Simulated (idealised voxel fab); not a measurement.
process module | voxel self aligned contacts
cross-section cut | 235 nm wide | cells 5 nm
A cross-section is a grid of square cells, given in bands from the top down. A band is one or more rows of cells.
Each band's line starts with the height of the band's top and of its bottom, in nm. Then come its materials from left to right, each with its width in nm. One material with "throughout" fills the band from edge to edge. "air" is empty space.
Height 0 is the level under which the wafer as received is all one material. The lowest band goes on downwards, as in "0 down".
A width such as "30 to 40" changes by the same amount from each row of cells to the next, from the band's top row to its bottom row.
"no change" after a step means that no cell of the cross-section changed.
closed voids: empty space of 8 cells or more with no open way to the top, each as width x height at its distance from the left edge, in nm
after a step's settings: what the simulator itself notes on the step
overlay nm, on a step with a mask: how far to the right of its planned place the mask lay; to the left if negative
Each pair below shows a cross-section before one step and the cross-section after it, down to the lowest band that changed. The line under each pair gives the step between them, with its settings. The pairs can come from different runs of this module on the same starting wafer, so a pair continues from the pair above only where its "before" says so.
before
  60 to 55: TiN 75 | air 30 | TiN 25 | air 30 | TiN 75
  55 to 50: SiO2 70 | TiN 15 | air 10 | TiN 15 | SiO2 15 | TiN 15 | air 10 | TiN 15 | SiO2 70
  50 to 30: SiO2 45 | SiN 35 | TiN 5 | air 10 | TiN 5 | SiN 35 | TiN 5 | air 10 | TiN 5 | SiN 35 | SiO2 45
  30 to 5: SiO2 45 | SiN 5 | polySi 25 | SiN 5 | TiN 5 | air 10 | TiN 5 | SiN 5 | polySi 25 | SiN 5 | TiN 5 | air 10 | TiN 5 | SiN 5 | polySi 25 | SiN 5 | SiO2 45
  5 to 0: SiO2 80 | TiN 20 | SiO2 35 | TiN 20 | SiO2 80
  0 down: Si throughout
  closed voids: none
after
  70 to 60: SiO2 throughout
  60 to 55: TiN 75 | SiO2 30 | TiN 25 | SiO2 30 | TiN 75
  55 to 50: SiO2 70 | TiN 15 | SiO2 10 | TiN 15 | SiO2 15 | TiN 15 | SiO2 10 | TiN 15 | SiO2 70
  50 to 30: SiO2 45 | SiN 35 | TiN 5 | SiO2 10 | TiN 5 | SiN 35 | TiN 5 | SiO2 10 | TiN 5 | SiN 35 | SiO2 45
  30 to 5: SiO2 45 | SiN 5 | polySi 25 | SiN 5 | TiN 5 | SiO2 10 | TiN 5 | SiN 5 | polySi 25 | SiN 5 | TiN 5 | SiO2 10 | TiN 5 | SiN 5 | polySi 25 | SiN 5 | SiO2 45
  below 5: unchanged
  closed voids: none
the step between: op FILL_DEP | material SiO2 | thk nm 10
before: the cross-section after the pair above
after
  55 to 50: SiO2 70 | TiN 15 | SiO2 10 | TiN 15 | SiO2 15 | TiN 15 | SiO2 10 | TiN 15 | SiO2 70
  below 50: unchanged
  closed voids: none
the step between: op CMP | height nm 55
before: the cross-section after the pair above
after
  60 to 55: SiN throughout
  below 55: unchanged
  closed voids: none
the step between: op CONFORMAL_DEP | material SiN | thk nm 5
before
  55 to 50: SiO2 throughout
  50 to 30: SiO2 45 | SiN 35 | SiO2 20 | SiN 35 | SiO2 20 | SiN 35 | SiO2 45
  30 to 5: SiO2 45 | SiN 5 | polySi 25 | SiN 5 | SiO2 20 | SiN 5 | polySi 25 | SiN 5 | SiO2 20 | SiN 5 | polySi 25 | SiN 5 | SiO2 45
  5 to 0: SiO2 throughout
  0 down: Si throughout
  closed voids: none
after
  75 to 55: air 70 | resist 40 | air 15 | resist 40 | air 70
  below 55: unchanged
  closed voids: none
the step between: op PATTERN | tone cover | mask id CONTACT | material resist | width nm 40 | pitch nm 55 | thk nm 20 | overlay nm 0
before: the cross-section after the pair above
after
  75 to 55: air 70 | resist 40 | air 15 | resist 40 | air 70
  55 to 50: air 70 | SiO2 40 | air 15 | SiO2 40 | air 70
  50 to 30: air 45 | SiN 35 | SiO2 20 | SiN 35 | SiO2 20 | SiN 35 | air 45
  30 to 5: air 45 | SiN 5 | polySi 25 | SiN 5 | SiO2 20 | SiN 5 | polySi 25 | SiN 5 | SiO2 20 | SiN 5 | polySi 25 | SiN 5 | air 45
  5 to 0: air 45 | SiO2 145 | air 45
  below 0: unchanged
  closed voids: none
the step between: op DIRECTIONAL_ETCH | etch materials SiO2 | depth nm 55
before: the cross-section after the pair above
after
  55 to 50: air 70 | SiO2 40 | air 15 | SiO2 40 | air 70
  below 50: unchanged
  closed voids: none
the step between: op STRIP | etch materials resist
before: the cross-section after the pair above
after
  60 to 55: air 65 | TiN 50 | air 5 | TiN 50 | air 65
  55 to 50: air 40 | TiN 30 | SiO2 40 | TiN 15 | SiO2 40 | TiN 30 | air 40
  50 to 30: air 40 | TiN 5 | SiN 35 | SiO2 20 | SiN 35 | SiO2 20 | SiN 35 | TiN 5 | air 40
  30 to 5: air 40 | TiN 5 | SiN 5 | polySi 25 | SiN 5 | SiO2 20 | SiN 5 | polySi 25 | SiN 5 | SiO2 20 | SiN 5 | polySi 25 | SiN 5 | TiN 5 | air 40
  5 to 0: TiN 45 | SiO2 145 | TiN 45
  below 0: unchanged
  closed voids: none
the step between: op CONFORMAL_DEP | material TiN | thk nm 5
before: the cross-section after the pair above
after
  70 to 60: W throughout
  60 to 55: W 65 | TiN 50 | W 5 | TiN 50 | W 65
  55 to 50: W 40 | TiN 30 | SiO2 40 | TiN 15 | SiO2 40 | TiN 30 | W 40
  50 to 30: W 40 | TiN 5 | SiN 35 | SiO2 20 | SiN 35 | SiO2 20 | SiN 35 | TiN 5 | W 40
  30 to 5: W 40 | TiN 5 | SiN 5 | polySi 25 | SiN 5 | SiO2 20 | SiN 5 | polySi 25 | SiN 5 | SiO2 20 | SiN 5 | polySi 25 | SiN 5 | TiN 5 | W 40
  below 5: unchanged
  closed voids: none
the step between: op FILL_DEP | material W | thk nm 10
before: the cross-section after the pair above
after
  55 to 50: W 40 | TiN 30 | SiO2 40 | TiN 15 | SiO2 40 | TiN 30 | W 40
  below 50: unchanged
  closed voids: none
the step between: op CMP | height nm 55
before: the cross-section after the pair above
after
  60 to 55: SiN throughout
  below 55: unchanged
  closed voids: none
the step between: op CONFORMAL_DEP | material SiN | thk nm 5
